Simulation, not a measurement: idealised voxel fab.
Proc. module: voxel gate over fins
Section cut is 175 nm wide and gridded with 5 nm square cells.
If you're reading a cross-section in this doc, picture square cells in a grid; it comes to you as bands, top ones listed first down to the bottom, and a band can be one or more rows of cells.
What a band's entry tells you: where the top is and where the bottom is, as heights in nm, and after that what lies inside, material by material from left to right, each with its width in nm. Empty space is written as the word "air", and a single material marked with the word "throughout" occupies the band from edge to edge.
Convention: height 0 is the level below which the wafer, as received, is all one material. The lowest band does not terminate at the bottom but continues downward, represented as "top 0, no bottom".
Width: "30 to 40" (first number = top row, second number = bottom row, same change from row to row of cells).
"no modification" for a step: no cell of the cross-section changed in that step.
Entrapped void list: empty space of 8 cells or more with no open way to the top, each as width x height at its distance from the left edge, in nm
What comes after the settings on a step's line is commentary from the simulator itself on that step.
overlay nm: right-of-plan distance of the mask on a masked step; negative values mean left-of-plan.
The planned process steps are enumerated hereunder
1,RECEIVE [material Si]
2,CONFORMAL_DEP [material SiN] [thk nm 10]
3,MASKED_ETCH [tone cover] [mask id FINS] [width nm 15] [pitch nm 35] [etch materials SiN] [depth nm 10] [overlay nm 0]
4,MASKED_ETCH [tone cover] [mask id FINS] [width nm 15] [pitch nm 35] [etch materials Si] [depth nm 40] [overlay nm 0]
5,FILL_DEP [material SiO2] [thk nm 10]
6,CMP [height nm 10]
7,SELECTIVE_ETCH [etch materials SiO2] [depth nm 20]
8,STRIP [etch materials SiN]
9,CONFORMAL_DEP [material HfO2] [thk nm 5]
10,CONFORMAL_DEP [material TiN] [thk nm 5]
11,CONFORMAL_DEP [material TiAl] [thk nm 5]
12,CONFORMAL_DEP [material TiN] [thk nm 5]
13,FILL_DEP [material W] [thk nm 10]
14,CMP [height nm 25]
15,CONFORMAL_DEP [material SiN] [thk nm 10]
Cross-section of the wafer upon arrival, representing the state reached after step 1
- top 0, no bottom | Si throughout
- Entrapped void list: none
As-planned run: cross-section of the first of two wafers at end of module
- top 35, bottom 25 | SiN throughout
- top 25, bottom 20 | W throughout
- top 20, bottom 15 | 40 nm W, then 90 nm TiN, then 45 nm W
- top 15, bottom 10 | 40 nm W, then 5 nm TiN, then 80 nm TiAl, then 5 nm TiN, then 45 nm W
- top 10, bottom 5 | 45 nm TiN, then 5 nm TiAl, then 70 nm TiN, then 5 nm TiAl, then 50 nm TiN
- top 5, bottom 0 | 50 nm TiAl, then 5 nm TiN, then 25 nm HfO2, then 10 nm TiN, then 25 nm HfO2, then 5 nm TiN, then 55 nm TiAl
- top 0, bottom -5 | 55 nm TiN, then 5 nm HfO2, then 15 nm Si, then 5 nm HfO2, then 10 nm TiN, then 5 nm HfO2, then 15 nm Si, then 5 nm HfO2, then 60 nm TiN
- top -5, bottom -10 | 60 nm HfO2, then 15 nm Si, then 20 nm HfO2, then 15 nm Si, then 65 nm HfO2
- top -10, bottom -40 | 60 nm SiO2, then 15 nm Si, then 20 nm SiO2, then 15 nm Si, then 65 nm SiO2
- top -40, no bottom | Si throughout
- Entrapped void list: none
Second wafer at the end: like start, like plan, one mistake
- top 35, bottom 25 | SiN throughout
- top 25, bottom 20 | W throughout
- top 20, bottom 15 | 40 nm W, then 90 nm TiN, then 45 nm W
- top 15, bottom 10 | 40 nm W, then 5 nm TiN, then 80 nm TiAl, then 5 nm TiN, then 45 nm W
- top 10, bottom 5 | 45 nm TiN, then 5 nm TiAl, then 70 nm TiN, then 5 nm TiAl, then 50 nm TiN
- top 5, bottom 0 | 50 nm TiAl, then 5 nm TiN, then 25 nm HfO2, then 10 nm TiN, then 25 nm HfO2, then 5 nm TiN, then 55 nm TiAl
- top 0, bottom -5 | 55 nm TiN, then 5 nm HfO2, then 15 nm Si, then 5 nm HfO2, then 10 nm TiN, then 5 nm HfO2, then 15 nm Si, then 5 nm HfO2, then 60 nm TiN
- top -5, bottom -10 | 60 nm HfO2, then 15 nm Si, then 20 nm HfO2, then 15 nm Si, then 65 nm HfO2
- top -10, bottom -30 | 60 nm SiO2, then 15 nm Si, then 20 nm SiO2, then 15 nm Si, then 65 nm SiO2
- top -30, no bottom | Si throughout
- Entrapped void list: none
Deviation noted in wafer processing: so step 4 ended up running with a different setting than we planned, it ran as MASKED_ETCH [tone cover] [mask id FINS] [width nm 15] [pitch nm 35] [etch materials Si] [depth nm 30] [overlay nm 0]
End check, counted in cells, second wafer has more or fewer of these materials than the first: +58 Si; -58 SiO2
